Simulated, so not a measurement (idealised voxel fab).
process module | voxel transistor to metal
cross-section cut | 165 nm wide | cells 5 nm
A cross-section is a grid of square cells, given in bands from the top down. A band is one or more rows of cells.
Each band's line starts with the height of the band's top and of its bottom, in nm. Then come its materials from left to right, each with its width in nm. One material with "throughout" fills the band from edge to edge. "air" is empty space.
Height 0 is the level under which the wafer as received is all one material. The lowest band goes on downwards, as in "0 down".
A width such as "30 to 40" changes by the same amount from each row of cells to the next, from the band's top row to its bottom row.
"no change" after a step means that no cell of the cross-section changed.
closed voids: empty space of 8 cells or more with no open way to the top, each as width x height at its distance from the left edge, in nm
after a step's settings: what the simulator itself notes on the step
overlay nm, on a step with a mask: how far to the right of its planned place the mask lay; to the left if negative
plan
1 op RECEIVE | material Si
2 op CONFORMAL_DEP | material SiO2 | thk nm 5
3 op CONFORMAL_DEP | material SiN | thk nm 10
4 op MASKED_ETCH | tone cover | mask id ACTIVE | width nm 110 | etch materials SiN | depth nm 10 | overlay nm 0
5 op MASKED_ETCH | tone cover | mask id ACTIVE | width nm 110 | etch materials SiO2 | depth nm 5 | overlay nm 0
6 op MASKED_ETCH | tone cover | mask id ACTIVE | width nm 110 | etch materials Si | depth nm 35 | overlay nm 0
7 op FILL_DEP | material SiO2 | thk nm 15
8 op CMP | height nm 15
9 op SELECTIVE_ETCH | etch materials SiO2 | depth nm 10
10 op STRIP | etch materials SiN
11 op SELECTIVE_ETCH | etch materials SiO2 | depth nm 5
12 op OXIDIZE | depth nm 5
13 op DIRECTIONAL_DEP | material polySi | thk nm 25
14 op DIRECTIONAL_DEP | material SiCN | thk nm 10
15 op DIRECTIONAL_DEP | material aC | thk nm 15
16 op PATTERN | tone cover | mask id GATE | material resist | width nm 20 | thk nm 30 | overlay nm 0
17 op DIRECTIONAL_ETCH | etch materials aC | depth nm 15
18 op STRIP | etch materials resist
19 op DIRECTIONAL_ETCH | etch materials SiCN | depth nm 20
20 op DIRECTIONAL_ETCH | etch materials polySi | depth nm 35
21 op STRIP | etch materials aC
22 op CONFORMAL_DEP | material SiO2 | thk nm 5
23 op DIRECTIONAL_ETCH | etch materials SiO2 | depth nm 5
24 op CONFORMAL_DEP | material SiN | thk nm 5
25 op DIRECTIONAL_ETCH | etch materials SiN | depth nm 5
26 op DIRECTIONAL_ETCH | etch materials SiO2 | depth nm 5
27 op DIRECTIONAL_ETCH | etch materials Si | depth nm 10
28 op EPI | material nSi | thk nm 15
29 op FILL_DEP | material SiO2 | thk nm 5
30 op CMP | height nm 35
31 op DIRECTIONAL_DEP | material SiO2 | thk nm 10
32 op PATTERN | tone open | mask id CONTACT | material resist | width nm 35 | pitch nm 65 | thk nm 20 | overlay nm 0
33 op DIRECTIONAL_ETCH | etch materials SiO2 | depth nm 45
34 op STRIP | etch materials resist
35 op CONFORMAL_DEP | material TiN | thk nm 5
36 op FILL_DEP | material Ru | thk nm 10
37 op CMP | height nm 45
38 op CONFORMAL_DEP | material SiN | thk nm 5
39 op DIRECTIONAL_DEP | material lowk | thk nm 20
40 op PATTERN | tone open | mask id METAL_1 | material resist | width nm 20 | pitch nm 80 | thk nm 15 | overlay nm 0
41 op DIRECTIONAL_ETCH | etch materials lowk | depth nm 20
42 op DIRECTIONAL_ETCH | etch materials SiN | depth nm 5
43 op STRIP | etch materials resist
44 op CONFORMAL_DEP | material TiN | thk nm 5
45 op FILL_DEP | material W | thk nm 5
46 op CMP | height nm 70
47 op CONFORMAL_DEP | material SiCN | thk nm 5
first wafer, as planned
as received, after step 1
  0 down: Si throughout
  closed voids: none
after step 2
  5 to 0: SiO2 throughout
  below 0: unchanged
after step 3
  15 to 5: SiN throughout
  below 5: unchanged
after step 4
  15 to 5: air 25 | SiN 110 | air 30
  below 5: unchanged
after step 5
  15 to 5: air 25 | SiN 110 | air 30
  5 to 0: air 25 | SiO2 110 | air 30
  below 0: unchanged
after step 6
  15 to 5: air 25 | SiN 110 | air 30
  5 to 0: air 25 | SiO2 110 | air 30
  0 to -35: air 25 | Si 110 | air 30
  below -35: unchanged
after step 7
  30 to 15: SiO2 throughout
  15 to 5: SiO2 25 | SiN 110 | SiO2 30
  5 to 0: SiO2 throughout
  0 to -35: SiO2 25 | Si 110 | SiO2 30
  below -35: unchanged
after step 8
  15 to 5: SiO2 25 | SiN 110 | SiO2 30
  below 5: unchanged
after step 9
  15 to 5: air 25 | SiN 110 | air 30
  below 5: unchanged
after step 10
  5 to 0: SiO2 throughout
  below 0: unchanged
after step 11
  0 to -35: SiO2 25 | Si 110 | SiO2 30
  below -35: unchanged
after step 12
  0 to -5: SiO2 throughout
  below -5: unchanged
after step 13
  25 to 0: polySi throughout
  below 0: unchanged
after step 14
  35 to 25: SiCN throughout
  below 25: unchanged
after step 15
  50 to 35: aC throughout
  below 35: unchanged
after step 16
  80 to 50: air 70 | resist 20 | air 75
  below 50: unchanged
after step 17
  65 to 50: air 70 | resist 20 | air 75
  50 to 35: air 70 | aC 20 | air 75
  below 35: unchanged
after step 18
  50 to 35: air 70 | aC 20 | air 75
  below 35: unchanged
after step 19
  50 to 35: air 70 | aC 20 | air 75
  35 to 25: air 70 | SiCN 20 | air 75
  below 25: unchanged
after step 20
  50 to 35: air 70 | aC 20 | air 75
  35 to 25: air 70 | SiCN 20 | air 75
  25 to 0: air 70 | polySi 20 | air 75
  below 0: unchanged
after step 21
  35 to 25: air 70 | SiCN 20 | air 75
  below 25: unchanged
after step 22
  40 to 35: air 65 | SiO2 30 | air 70
  35 to 25: air 65 | SiO2 5 | SiCN 20 | SiO2 5 | air 70
  25 to 5: air 65 | SiO2 5 | polySi 20 | SiO2 5 | air 70
  5 to 0: SiO2 70 | polySi 20 | SiO2 75
  below 0: unchanged
after step 23
  35 to 25: air 65 | SiO2 5 | SiCN 20 | SiO2 5 | air 70
  25 to 0: air 65 | SiO2 5 | polySi 20 | SiO2 5 | air 70
  below 0: unchanged
after step 24
  40 to 35: air 60 | SiN 40 | air 65
  35 to 25: air 60 | SiN 5 | SiO2 5 | SiCN 20 | SiO2 5 | SiN 5 | air 65
  25 to 5: air 60 | SiN 5 | SiO2 5 | polySi 20 | SiO2 5 | SiN 5 | air 65
  5 to 0: SiN 65 | SiO2 5 | polySi 20 | SiO2 5 | SiN 70
  below 0: unchanged
after step 25
  35 to 25: air 60 | SiN 5 | SiO2 5 | SiCN 20 | SiO2 5 | SiN 5 | air 65
  25 to 0: air 60 | SiN 5 | SiO2 5 | polySi 20 | SiO2 5 | SiN 5 | air 65
  below 0: unchanged
after step 26
  35 to 30: air 60 | SiN 5 | air 5 | SiCN 20 | air 5 | SiN 5 | air 65
  30 to 25: air 60 | SiN 5 | SiO2 5 | SiCN 20 | SiO2 5 | SiN 5 | air 65
  25 to 0: air 60 | SiN 5 | SiO2 5 | polySi 20 | SiO2 5 | SiN 5 | air 65
  0 to -5: air 60 | SiO2 40 | air 65
  below -5: unchanged
after step 27
  35 to 30: air 60 | SiN 5 | air 5 | SiCN 20 | air 5 | SiN 5 | air 65
  30 to 25: air 60 | SiN 5 | SiO2 5 | SiCN 20 | SiO2 5 | SiN 5 | air 65
  25 to 0: air 60 | SiN 5 | SiO2 5 | polySi 20 | SiO2 5 | SiN 5 | air 65
  0 to -5: air 60 | SiO2 40 | air 65
  -5 to -15: SiO2 25 | air 35 | Si 40 | air 35 | SiO2 30
  below -15: unchanged
after step 28
  35 to 30: air 60 | SiN 5 | air 5 | SiCN 20 | air 5 | SiN 5 | air 65
  30 to 25: air 60 | SiN 5 | SiO2 5 | SiCN 20 | SiO2 5 | SiN 5 | air 65
  25 to 10: air 60 | SiN 5 | SiO2 5 | polySi 20 | SiO2 5 | SiN 5 | air 65
  10 to 0: air 45 | nSi 15 | SiN 5 | SiO2 5 | polySi 20 | SiO2 5 | SiN 5 | nSi 15 | air 50
  0 to -5: air 20 | nSi 40 | SiO2 40 | nSi 40 | air 25
  -5 to -15: SiO2 25 | nSi 35 | Si 40 | nSi 35 | SiO2 30
  below -15: unchanged
after step 29
  40 to 35: SiO2 throughout
  35 to 25: SiO2 60 | SiN 5 | SiO2 5 | SiCN 20 | SiO2 5 | SiN 5 | SiO2 65
  25 to 10: SiO2 60 | SiN 5 | SiO2 5 | polySi 20 | SiO2 5 | SiN 5 | SiO2 65
  10 to 0: SiO2 45 | nSi 15 | SiN 5 | SiO2 5 | polySi 20 | SiO2 5 | SiN 5 | nSi 15 | SiO2 50
  0 to -5: SiO2 20 | nSi 40 | SiO2 40 | nSi 40 | SiO2 25
  below -5: unchanged
after step 30
  35 to 25: SiO2 60 | SiN 5 | SiO2 5 | SiCN 20 | SiO2 5 | SiN 5 | SiO2 65
  below 25: unchanged
after step 31
  45 to 35: SiO2 throughout
  below 35: unchanged
after step 32
  65 to 45: resist 30 | air 35 | resist 30 | air 35 | resist 35
  below 45: unchanged
after step 33
  65 to 45: resist 30 | air 35 | resist 30 | air 35 | resist 35
  45 to 35: SiO2 30 | air 35 | SiO2 30 | air 35 | SiO2 35
  35 to 25: SiO2 30 | air 30 | SiN 5 | SiO2 5 | SiCN 20 | SiO2 5 | SiN 5 | air 30 | SiO2 35
  25 to 10: SiO2 30 | air 30 | SiN 5 | SiO2 5 | polySi 20 | SiO2 5 | SiN 5 | air 30 | SiO2 35
  10 to 0: SiO2 30 | air 15 | nSi 15 | SiN 5 | SiO2 5 | polySi 20 | SiO2 5 | SiN 5 | nSi 15 | air 15 | SiO2 35
  below 0: unchanged
after step 34
  45 to 35: SiO2 30 | air 35 | SiO2 30 | air 35 | SiO2 35
  below 35: unchanged
after step 35
  50 to 45: TiN 35 | air 25 | TiN 40 | air 25 | TiN 40
  45 to 35: SiO2 30 | TiN 5 | air 25 to 20 | TiN 5 to 10 | SiO2 30 | TiN 5 to 10 | air 25 to 20 | TiN 5 | SiO2 35
  35 to 25: SiO2 30 | TiN 5 | air 20 | TiN 5 | SiN 5 | SiO2 5 | SiCN 20 | SiO2 5 | SiN 5 | TiN 5 | air 20 | TiN 5 | SiO2 35
  25 to 15: SiO2 30 | TiN 5 | air 20 | TiN 5 | SiN 5 | SiO2 5 | polySi 20 | SiO2 5 | SiN 5 | TiN 5 | air 20 | TiN 5 | SiO2 35
  15 to 10: SiO2 30 | TiN 5 | air 5 | TiN 20 | SiN 5 | SiO2 5 | polySi 20 | SiO2 5 | SiN 5 | TiN 20 | air 5 | TiN 5 | SiO2 35
  10 to 5: SiO2 30 | TiN 5 | air 5 | TiN 5 | nSi 15 | SiN 5 | SiO2 5 | polySi 20 | SiO2 5 | SiN 5 | nSi 15 | TiN 5 | air 5 | TiN 5 | SiO2 35
  5 to 0: SiO2 30 | TiN 15 | nSi 15 | SiN 5 | SiO2 5 | polySi 20 | SiO2 5 | SiN 5 | nSi 15 | TiN 15 | SiO2 35
  below 0: unchanged
after step 36
  60 to 50: Ru throughout
  50 to 45: TiN 35 | Ru 25 | TiN 40 | Ru 25 | TiN 40
  45 to 35: SiO2 30 | TiN 5 | Ru 25 to 20 | TiN 5 to 10 | SiO2 30 | TiN 5 to 10 | Ru 25 to 20 | TiN 5 | SiO2 35
  35 to 25: SiO2 30 | TiN 5 | Ru 20 | TiN 5 | SiN 5 | SiO2 5 | SiCN 20 | SiO2 5 | SiN 5 | TiN 5 | Ru 20 | TiN 5 | SiO2 35
  25 to 15: SiO2 30 | TiN 5 | Ru 20 | TiN 5 | SiN 5 | SiO2 5 | polySi 20 | SiO2 5 | SiN 5 | TiN 5 | Ru 20 | TiN 5 | SiO2 35
  15 to 10: SiO2 30 | TiN 5 | Ru 5 | TiN 20 | SiN 5 | SiO2 5 | polySi 20 | SiO2 5 | SiN 5 | TiN 20 | Ru 5 | TiN 5 | SiO2 35
  10 to 5: SiO2 30 | TiN 5 | Ru 5 | TiN 5 | nSi 15 | SiN 5 | SiO2 5 | polySi 20 | SiO2 5 | SiN 5 | nSi 15 | TiN 5 | Ru 5 | TiN 5 | SiO2 35
  below 5: unchanged
after step 37
  45 to 35: SiO2 30 | TiN 5 | Ru 25 to 20 | TiN 5 to 10 | SiO2 30 | TiN 5 to 10 | Ru 25 to 20 | TiN 5 | SiO2 35
  below 35: unchanged
after step 38
  50 to 45: SiN throughout
  below 45: unchanged
after step 39
  70 to 50: lowk throughout
  below 50: unchanged
after step 40
  85 to 70: resist 30 | air 20 | resist 60 | air 20 | resist 35
  below 70: unchanged
after step 41
  85 to 70: resist 30 | air 20 | resist 60 | air 20 | resist 35
  70 to 50: lowk 30 | air 20 | lowk 60 | air 20 | lowk 35
  below 50: unchanged
after step 42
  85 to 70: resist 30 | air 20 | resist 60 | air 20 | resist 35
  70 to 50: lowk 30 | air 20 | lowk 60 | air 20 | lowk 35
  50 to 45: SiN 30 | air 20 | SiN 60 | air 20 | SiN 35
  below 45: unchanged
after step 43
  70 to 50: lowk 30 | air 20 | lowk 60 | air 20 | lowk 35
  below 50: unchanged
after step 44
  75 to 70: TiN 35 | air 10 | TiN 70 | air 10 | TiN 40
  70 to 50: lowk 30 | TiN 5 | air 10 | TiN 5 | lowk 60 | TiN 5 | air 10 | TiN 5 | lowk 35
  50 to 45: SiN 30 | TiN 20 | SiN 60 | TiN 20 | SiN 35
  below 45: unchanged
after step 45
  80 to 75: W throughout
  75 to 70: TiN 35 | W 10 | TiN 70 | W 10 | TiN 40
  70 to 50: lowk 30 | TiN 5 | W 10 | TiN 5 | lowk 60 | TiN 5 | W 10 | TiN 5 | lowk 35
  below 50: unchanged
after step 46
  70 to 50: lowk 30 | TiN 5 | W 10 | TiN 5 | lowk 60 | TiN 5 | W 10 | TiN 5 | lowk 35
  below 50: unchanged
after step 47
  75 to 70: SiCN throughout
  below 70: unchanged
second wafer: like start, like plan, one mistake. Through step 27 it matches the first wafer
when step 28 should have ended
  35 to 30: air 60 | SiN 5 | air 5 | SiCN 20 | air 5 | SiN 5 | air 65
  30 to 25: air 60 | SiN 5 | SiO2 5 | SiCN 20 | SiO2 5 | SiN 5 | air 65
  25 to 15: air 30 | nSi 30 | SiN 5 | SiO2 5 | polySi 20 | SiO2 5 | SiN 5 | nSi 30 | air 35
  15 to 0: air 5 | nSi 55 | SiN 5 | SiO2 5 | polySi 20 | SiO2 5 | SiN 5 | nSi 55 | air 10
  0 to -5: air 5 | nSi 55 | SiO2 40 | nSi 55 | air 10
  -5 to -15: SiO2 25 | nSi 35 | Si 40 | nSi 35 | SiO2 30
  below -15: unchanged
when step 29 should have ended
  40 to 35: SiO2 throughout
  35 to 25: SiO2 60 | SiN 5 | SiO2 5 | SiCN 20 | SiO2 5 | SiN 5 | SiO2 65
  25 to 15: SiO2 30 | nSi 30 | SiN 5 | SiO2 5 | polySi 20 | SiO2 5 | SiN 5 | nSi 30 | SiO2 35
  15 to 0: SiO2 5 | nSi 55 | SiN 5 | SiO2 5 | polySi 20 | SiO2 5 | SiN 5 | nSi 55 | SiO2 10
  0 to -5: SiO2 5 | nSi 55 | SiO2 40 | nSi 55 | SiO2 10
  below -5: unchanged
when step 30 should have ended
  35 to 25: SiO2 60 | SiN 5 | SiO2 5 | SiCN 20 | SiO2 5 | SiN 5 | SiO2 65
  below 25: unchanged
when step 31 should have ended
  45 to 35: SiO2 throughout
  below 35: unchanged
when step 32 should have ended
  65 to 45: resist 30 | air 35 | resist 30 | air 35 | resist 35
  below 45: unchanged
when step 33 should have ended
  65 to 45: resist 30 | air 35 | resist 30 | air 35 | resist 35
  45 to 35: SiO2 30 | air 35 | SiO2 30 | air 35 | SiO2 35
  35 to 25: SiO2 30 | air 30 | SiN 5 | SiO2 5 | SiCN 20 | SiO2 5 | SiN 5 | air 30 | SiO2 35
  below 25: unchanged
when step 34 should have ended
  45 to 35: SiO2 30 | air 35 | SiO2 30 | air 35 | SiO2 35
  below 35: unchanged
when step 35 should have ended
  50 to 45: TiN 35 | air 25 | TiN 40 | air 25 | TiN 40
  45 to 35: SiO2 30 | TiN 5 | air 25 to 20 | TiN 5 to 10 | SiO2 30 | TiN 5 to 10 | air 25 to 20 | TiN 5 | SiO2 35
  35 to 30: SiO2 30 | TiN 5 | air 20 | TiN 5 | SiN 5 | SiO2 5 | SiCN 20 | SiO2 5 | SiN 5 | TiN 5 | air 20 | TiN 5 | SiO2 35
  30 to 25: SiO2 30 | TiN 30 | SiN 5 | SiO2 5 | SiCN 20 | SiO2 5 | SiN 5 | TiN 30 | SiO2 35
  below 25: unchanged
when step 36 should have ended
  60 to 50: Ru throughout
  50 to 45: TiN 35 | Ru 25 | TiN 40 | Ru 25 | TiN 40
  45 to 35: SiO2 30 | TiN 5 | Ru 25 to 20 | TiN 5 to 10 | SiO2 30 | TiN 5 to 10 | Ru 25 to 20 | TiN 5 | SiO2 35
  35 to 30: SiO2 30 | TiN 5 | Ru 20 | TiN 5 | SiN 5 | SiO2 5 | SiCN 20 | SiO2 5 | SiN 5 | TiN 5 | Ru 20 | TiN 5 | SiO2 35
  below 30: unchanged
when step 37 should have ended
  45 to 35: SiO2 30 | TiN 5 | Ru 25 to 20 | TiN 5 to 10 | SiO2 30 | TiN 5 to 10 | Ru 25 to 20 | TiN 5 | SiO2 35
  below 35: unchanged
when step 38 should have ended
  50 to 45: SiN throughout
  below 45: unchanged
when step 39 should have ended
  70 to 50: lowk throughout
  below 50: unchanged
when step 40 should have ended
  85 to 70: resist 30 | air 20 | resist 60 | air 20 | resist 35
  below 70: unchanged
when step 41 should have ended
  85 to 70: resist 30 | air 20 | resist 60 | air 20 | resist 35
  70 to 50: lowk 30 | air 20 | lowk 60 | air 20 | lowk 35
  below 50: unchanged
when step 42 should have ended
  85 to 70: resist 30 | air 20 | resist 60 | air 20 | resist 35
  70 to 50: lowk 30 | air 20 | lowk 60 | air 20 | lowk 35
  50 to 45: SiN 30 | air 20 | SiN 60 | air 20 | SiN 35
  below 45: unchanged
when step 43 should have ended
  70 to 50: lowk 30 | air 20 | lowk 60 | air 20 | lowk 35
  below 50: unchanged
when step 44 should have ended
  75 to 70: TiN 35 | air 10 | TiN 70 | air 10 | TiN 40
  70 to 50: lowk 30 | TiN 5 | air 10 | TiN 5 | lowk 60 | TiN 5 | air 10 | TiN 5 | lowk 35
  50 to 45: SiN 30 | TiN 20 | SiN 60 | TiN 20 | SiN 35
  below 45: unchanged
when step 45 should have ended
  80 to 75: W throughout
  75 to 70: TiN 35 | W 10 | TiN 70 | W 10 | TiN 40
  70 to 50: lowk 30 | TiN 5 | W 10 | TiN 5 | lowk 60 | TiN 5 | W 10 | TiN 5 | lowk 35
  below 50: unchanged
when step 46 should have ended
  70 to 50: lowk 30 | TiN 5 | W 10 | TiN 5 | lowk 60 | TiN 5 | W 10 | TiN 5 | lowk 35
  below 50: unchanged
when step 47 should have ended
  75 to 70: SiCN throughout
  below 70: unchanged
what went wrong: step 28 was run twice
at the end the second wafer has, in cells: 28 fewer of Ru | 36 fewer of SiO2 | 20 fewer of TiN | 84 more of nSi
